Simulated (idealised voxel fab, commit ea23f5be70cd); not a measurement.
process module | voxel gate over fins
cross-section cut | 295 nm wide | cells 5 nm
A cross-section is a grid of square cells, given in bands from the top down. A band is one or more rows of cells.
Each band's line starts with the height of the band's top and of its bottom, in nm. Then come its materials from left to right, each with its width in nm. One material with "throughout" fills the band from edge to edge. "air" is empty space.
Height 0 is the level under which the wafer as received is all one material. The lowest band goes on downwards, as in "0 down".
A width such as "30 to 40" changes by the same amount from each row of cells to the next, from the band's top row to its bottom row.
"no change" after a step means that no cell of the cross-section changed.
closed voids: empty space of 8 cells or more with no open way to the top, each as width x height at its distance from the left edge, in nm
after a step's settings: what the simulator itself notes on the step
overlay nm, on a step with a mask: how far to the right of its planned place the mask lay; to the left if negative
plan
1 op RECEIVE | material Si
2 op CONFORMAL_DEP | material SiN | thk nm 10
3 op DIRECTIONAL_DEP | material aC | thk nm 15
4 op PATTERN | tone cover | mask id FINS | material resist | width nm 15 | pitch nm 60 | thk nm 30 | overlay nm 0
5 op DIRECTIONAL_ETCH | etch materials aC | depth nm 15
6 op STRIP | etch materials resist
7 op DIRECTIONAL_ETCH | etch materials SiN | depth nm 10
8 op DIRECTIONAL_ETCH | etch materials Si | depth nm 35
9 op STRIP | etch materials aC
10 op FILL_DEP | material SiO2 | thk nm 15
11 op CMP | height nm 10
12 op DIRECTIONAL_DEP | material aC | thk nm 15
13 op PATTERN | tone open | mask id RAIL | material resist | width nm 15 | thk nm 30 | overlay nm 0
14 op DIRECTIONAL_ETCH | etch materials aC | depth nm 15
15 op STRIP | etch materials resist
16 op DIRECTIONAL_ETCH | etch materials SiO2 | depth nm 40
17 op STRIP | etch materials aC
18 op CONFORMAL_DEP | material TiN | thk nm 5
19 op FILL_DEP | material W | thk nm 10
20 op CMP | height nm 10
21 op SELECTIVE_ETCH | etch materials W Ru TiN | depth nm 25
22 op FILL_DEP | material SiO2 | thk nm 5
23 op CMP | height nm 10
24 op SELECTIVE_ETCH | etch materials SiO2 | depth nm 20
25 op STRIP | etch materials SiN
26 op CONFORMAL_DEP | material HfO2 | thk nm 5
27 op CONFORMAL_DEP | material TiN | thk nm 5
28 op CONFORMAL_DEP | material TiAl | thk nm 5
29 op CONFORMAL_DEP | material TiN | thk nm 5
30 op FILL_DEP | material W | thk nm 10
31 op CMP | height nm 25
32 op CONFORMAL_DEP | material SiCN | thk nm 5
as received, after step 1
  0 down: Si throughout
  closed voids: none
a wafer at the end: this start, this plan, one mistake
  30 to 25: SiCN throughout
  25 to 20: W throughout
  20 to 15: W 90 | TiN 55 | W 5 | TiN 55 | W 90
  15 to 10: W 90 | TiN 5 | TiAl 45 | TiN 5 | W 5 | TiN 5 | TiAl 45 | TiN 5 | W 90
  10 to 5: TiN 95 | TiAl 5 | TiN 35 | TiAl 5 | TiN 15 | TiAl 5 | TiN 35 | TiAl 5 | TiN 95
  5 to 0: TiAl 100 | TiN 5 | HfO2 25 | TiN 5 | TiAl 25 | TiN 5 | HfO2 25 | TiN 5 | TiAl 100
  0 to -5: TiN 105 | HfO2 5 | Si 15 | HfO2 5 | TiN 35 | HfO2 5 | Si 15 | HfO2 5 | TiN 105
  -5 to -10: HfO2 110 | Si 15 | HfO2 45 | Si 15 | HfO2 110
  -10 to -15: SiO2 110 | Si 15 | SiO2 45 | Si 15 | SiO2 110
  -15 to -25: SiO2 110 | Si 15 | SiO2 10 | TiN 5 | W 15 | TiN 5 | SiO2 10 | Si 15 | SiO2 110
  -25 to -30: SiO2 110 | Si 15 | SiO2 10 | TiN 25 | SiO2 10 | Si 15 | SiO2 110
  -30 to -35: SiO2 110 | Si 15 | SiO2 45 | Si 15 | SiO2 110
  -35 down: Si throughout
  closed voids: none
what went wrong: step 13 ran as: op PATTERN | tone open | mask id RAIL | material resist | width nm 25 | thk nm 30 | overlay nm 0
